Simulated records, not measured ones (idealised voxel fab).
process module | voxel capacitor over wiring
cross-section cut | 225 nm wide | cells 5 nm
A cross-section is a grid of square cells, given in bands from the top down. A band is one or more rows of cells.
Each band's line starts with the height of the band's top and of its bottom, in nm. Then come its materials from left to right, each with its width in nm. One material with "throughout" fills the band from edge to edge. "air" is empty space.
Height 0 is the level under which the wafer as received is all one material. The lowest band goes on downwards, as in "0 down".
A width such as "30 to 40" changes by the same amount from each row of cells to the next, from the band's top row to its bottom row.
"no change" after a step means that no cell of the cross-section changed.
closed voids: empty space of 8 cells or more with no open way to the top, each as width x height at its distance from the left edge, in nm
after a step's settings: what the simulator itself notes on the step
overlay nm, on a step with a mask: how far to the right of its planned place the mask lay; to the left if negative
plan
1 op RECEIVE | material Si
2 op CONFORMAL_DEP | material SiO2 | thk nm 15
3 op CONFORMAL_DEP | material SiCN | thk nm 5
4 op DIRECTIONAL_DEP | material SiO2 | thk nm 20
5 op PATTERN | tone open | mask id METAL_1 | material resist | width nm 30 | pitch nm 95 | thk nm 15 | overlay nm 0
6 op DIRECTIONAL_ETCH | etch materials SiO2 | depth nm 20
7 op DIRECTIONAL_ETCH | etch materials SiCN | depth nm 5
8 op STRIP | etch materials resist
9 op CONFORMAL_DEP | material TiN | thk nm 5
10 op FILL_DEP | material Cu | thk nm 10
11 op CMP | height nm 40
12 op EPI | material Ru | thk nm 5
13 op FILL_DEP | material SiCN | thk nm 5
14 op DIRECTIONAL_DEP | material lowk | thk nm 15
15 op MASKED_ETCH | tone open | mask id PLUG_1 | width nm 15 | etch materials lowk | depth nm 15 | overlay nm 0
16 op MASKED_ETCH | tone open | mask id PLUG_1 | width nm 15 | etch materials SiCN | depth nm 5 | overlay nm 0
17 op CONFORMAL_DEP | material TiN | thk nm 5
18 op FILL_DEP | material Ru | thk nm 10
19 op CMP | height nm 65
20 op DIRECTIONAL_DEP | material TiN | thk nm 5
21 op DIRECTIONAL_DEP | material SiN | thk nm 5
22 op DIRECTIONAL_DEP | material TiN | thk nm 10
23 op PATTERN | tone cover | mask id UPPER_PLATE | material resist | width nm 70 | thk nm 15 | overlay nm 0
24 op DIRECTIONAL_ETCH | etch materials TiN | depth nm 10
25 op DIRECTIONAL_ETCH | etch materials SiN | depth nm 5
26 op STRIP | etch materials resist
27 op PATTERN | tone cover | mask id LOWER_PLATE | material resist | width nm 80 | thk nm 20 | overlay nm 0
28 op DIRECTIONAL_ETCH | etch materials TiN | depth nm 5
29 op STRIP | etch materials resist
30 op FILL_DEP | material SiO2 | thk nm 20
31 op CMP | height nm 100
32 op DIRECTIONAL_DEP | material aC | thk nm 10
33 op PATTERN | tone open | mask id PLUG_2 | material resist | width nm 15 | thk nm 30 | overlay nm 0
34 op DIRECTIONAL_ETCH | etch materials aC | depth nm 10
35 op STRIP | etch materials resist
36 op DIRECTIONAL_ETCH | etch materials SiO2 | depth nm 15
37 op STRIP | etch materials aC
38 op CONFORMAL_DEP | material TiN | thk nm 5
39 op FILL_DEP | material W | thk nm 5
40 op CMP | height nm 100
41 op CONFORMAL_DEP | material SiCN | thk nm 5
first wafer, as planned
as received, after step 1
  0 down: Si throughout
  closed voids: none
after step 2
  15 to 0: SiO2 throughout
  below 0: unchanged
after step 3
  20 to 15: SiCN throughout
  below 15: unchanged
after step 4
  40 to 20: SiO2 throughout
  below 20: unchanged
after step 5
  55 to 40: resist 50 | air 30 | resist 65 | air 30 | resist 50
  below 40: unchanged
after step 6
  55 to 40: resist 50 | air 30 | resist 65 | air 30 | resist 50
  40 to 20: SiO2 50 | air 30 | SiO2 65 | air 30 | SiO2 50
  below 20: unchanged
after step 7
  55 to 40: resist 50 | air 30 | resist 65 | air 30 | resist 50
  40 to 20: SiO2 50 | air 30 | SiO2 65 | air 30 | SiO2 50
  20 to 15: SiCN 50 | air 30 | SiCN 65 | air 30 | SiCN 50
  below 15: unchanged
after step 8
  40 to 20: SiO2 50 | air 30 | SiO2 65 | air 30 | SiO2 50
  below 20: unchanged
after step 9
  45 to 40: TiN 55 | air 20 | TiN 75 | air 20 | TiN 55
  40 to 20: SiO2 50 | TiN 5 | air 20 | TiN 5 | SiO2 65 | TiN 5 | air 20 | TiN 5 | SiO2 50
  20 to 15: SiCN 50 | TiN 30 | SiCN 65 | TiN 30 | SiCN 50
  below 15: unchanged
after step 10
  55 to 45: Cu throughout
  45 to 40: TiN 55 | Cu 20 | TiN 75 | Cu 20 | TiN 55
  40 to 20: SiO2 50 | TiN 5 | Cu 20 | TiN 5 | SiO2 65 | TiN 5 | Cu 20 | TiN 5 | SiO2 50
  below 20: unchanged
after step 11
  40 to 20: SiO2 50 | TiN 5 | Cu 20 | TiN 5 | SiO2 65 | TiN 5 | Cu 20 | TiN 5 | SiO2 50
  below 20: unchanged
after step 12
  45 to 40: air 45 | Ru 40 | air 55 | Ru 40 | air 45
  below 40: unchanged
after step 13
  50 to 45: SiCN throughout
  45 to 40: SiCN 45 | Ru 40 | SiCN 55 | Ru 40 | SiCN 45
  below 40: unchanged
after step 14
  65 to 50: lowk throughout
  below 50: unchanged
after step 15
  65 to 50: lowk 65 | air 15 | lowk 145
  below 50: unchanged
after step 16
  65 to 50: lowk 65 | air 15 | lowk 145
  50 to 45: SiCN 65 | air 15 | SiCN 145
  below 45: unchanged
after step 17
  70 to 65: TiN 70 | air 5 | TiN 150
  65 to 50: lowk 65 | TiN 5 | air 5 | TiN 5 | lowk 145
  50 to 45: SiCN 65 | TiN 15 | SiCN 145
  below 45: unchanged
after step 18
  80 to 70: Ru throughout
  70 to 65: TiN 70 | Ru 5 | TiN 150
  65 to 50: lowk 65 | TiN 5 | Ru 5 | TiN 5 | lowk 145
  below 50: unchanged
after step 19
  65 to 50: lowk 65 | TiN 5 | Ru 5 | TiN 5 | lowk 145
  below 50: unchanged
after step 20
  70 to 65: TiN throughout
  below 65: unchanged
after step 21
  75 to 70: SiN throughout
  below 70: unchanged
after step 22
  85 to 75: TiN throughout
  below 75: unchanged
after step 23
  100 to 85: air 65 | resist 70 | air 90
  below 85: unchanged
after step 24
  100 to 85: air 65 | resist 70 | air 90
  85 to 75: air 65 | TiN 70 | air 90
  below 75: unchanged
after step 25
  100 to 85: air 65 | resist 70 | air 90
  85 to 75: air 65 | TiN 70 | air 90
  75 to 70: air 65 | SiN 70 | air 90
  below 70: unchanged
after step 26
  85 to 75: air 65 | TiN 70 | air 90
  below 75: unchanged
after step 27
  105 to 85: air 60 | resist 80 | air 85
  85 to 75: air 60 | resist 5 | TiN 70 | resist 5 | air 85
  75 to 70: air 60 | resist 5 | SiN 70 | resist 5 | air 85
  below 70: unchanged
after step 28
  105 to 85: air 60 | resist 80 | air 85
  85 to 75: air 60 | resist 5 | TiN 70 | resist 5 | air 85
  75 to 70: air 60 | resist 5 | SiN 70 | resist 5 | air 85
  70 to 65: air 60 | TiN 80 | air 85
  below 65: unchanged
after step 29
  85 to 75: air 65 | TiN 70 | air 90
  75 to 70: air 65 | SiN 70 | air 90
  below 70: unchanged
after step 30
  105 to 85: SiO2 throughout
  85 to 75: SiO2 65 | TiN 70 | SiO2 90
  75 to 70: SiO2 65 | SiN 70 | SiO2 90
  70 to 65: SiO2 60 | TiN 80 | SiO2 85
  below 65: unchanged
after step 31
  100 to 85: SiO2 throughout
  below 85: unchanged
after step 32
  110 to 100: aC throughout
  below 100: unchanged
after step 33
  140 to 110: resist 75 | air 15 | resist 135
  below 110: unchanged
after step 34
  130 to 110: resist 75 | air 15 | resist 135
  110 to 100: aC 75 | air 15 | aC 135
  below 100: unchanged
after step 35
  110 to 100: aC 75 | air 15 | aC 135
  below 100: unchanged
after step 36
  110 to 100: aC 75 | air 15 | aC 135
  100 to 85: SiO2 75 | air 15 | SiO2 135
  below 85: unchanged
after step 37
  100 to 85: SiO2 75 | air 15 | SiO2 135
  below 85: unchanged
after step 38
  105 to 100: TiN 80 | air 5 | TiN 140
  100 to 90: SiO2 75 | TiN 5 | air 5 | TiN 5 | SiO2 135
  90 to 85: SiO2 75 | TiN 15 | SiO2 135
  below 85: unchanged
after step 39
  110 to 105: W throughout
  105 to 100: TiN 80 | W 5 | TiN 140
  100 to 90: SiO2 75 | TiN 5 | W 5 | TiN 5 | SiO2 135
  below 90: unchanged
after step 40
  100 to 90: SiO2 75 | TiN 5 | W 5 | TiN 5 | SiO2 135
  below 90: unchanged
after step 41
  105 to 100: SiCN throughout
  below 100: unchanged
second wafer: like start, like plan, one mistake. Through step 19 it matches the first wafer
when step 20 should have ended
  70 to 65: SiCN throughout
  below 65: unchanged
when step 21 should have ended
  75 to 70: SiN throughout
  below 70: unchanged
when step 22 should have ended
  85 to 75: TiN throughout
  below 75: unchanged
when step 23 should have ended
  100 to 85: air 65 | resist 70 | air 90
  below 85: unchanged
when step 24 should have ended
  100 to 85: air 65 | resist 70 | air 90
  85 to 75: air 65 | TiN 70 | air 90
  below 75: unchanged
when step 25 should have ended
  100 to 85: air 65 | resist 70 | air 90
  85 to 75: air 65 | TiN 70 | air 90
  75 to 70: air 65 | SiN 70 | air 90
  below 70: unchanged
when step 26 should have ended
  85 to 75: air 65 | TiN 70 | air 90
  below 75: unchanged
when step 27 should have ended
  105 to 85: air 60 | resist 80 | air 85
  85 to 75: air 60 | resist 5 | TiN 70 | resist 5 | air 85
  75 to 70: air 60 | resist 5 | SiN 70 | resist 5 | air 85
  below 70: unchanged
when step 28 should have ended: no change
when step 29 should have ended
  85 to 75: air 65 | TiN 70 | air 90
  75 to 70: air 65 | SiN 70 | air 90
  below 70: unchanged
when step 30 should have ended
  105 to 85: SiO2 throughout
  85 to 75: SiO2 65 | TiN 70 | SiO2 90
  75 to 70: SiO2 65 | SiN 70 | SiO2 90
  below 70: unchanged
when step 31 should have ended
  100 to 85: SiO2 throughout
  below 85: unchanged
when step 32 should have ended
  110 to 100: aC throughout
  below 100: unchanged
when step 33 should have ended
  140 to 110: resist 75 | air 15 | resist 135
  below 110: unchanged
when step 34 should have ended
  130 to 110: resist 75 | air 15 | resist 135
  110 to 100: aC 75 | air 15 | aC 135
  below 100: unchanged
when step 35 should have ended
  110 to 100: aC 75 | air 15 | aC 135
  below 100: unchanged
when step 36 should have ended
  110 to 100: aC 75 | air 15 | aC 135
  100 to 85: SiO2 75 | air 15 | SiO2 135
  below 85: unchanged
when step 37 should have ended
  100 to 85: SiO2 75 | air 15 | SiO2 135
  below 85: unchanged
when step 38 should have ended
  105 to 100: TiN 80 | air 5 | TiN 140
  100 to 90: SiO2 75 | TiN 5 | air 5 | TiN 5 | SiO2 135
  90 to 85: SiO2 75 | TiN 15 | SiO2 135
  below 85: unchanged
when step 39 should have ended
  110 to 105: W throughout
  105 to 100: TiN 80 | W 5 | TiN 140
  100 to 90: SiO2 75 | TiN 5 | W 5 | TiN 5 | SiO2 135
  below 90: unchanged
when step 40 should have ended
  100 to 90: SiO2 75 | TiN 5 | W 5 | TiN 5 | SiO2 135
  below 90: unchanged
when step 41 should have ended
  105 to 100: SiCN throughout
  below 100: unchanged
what went wrong: step 20 ran as: op DIRECTIONAL_DEP | material SiCN | thk nm 5
at the end the second wafer has, in cells: 45 more of SiCN | 29 fewer of SiO2 | 16 fewer of TiN
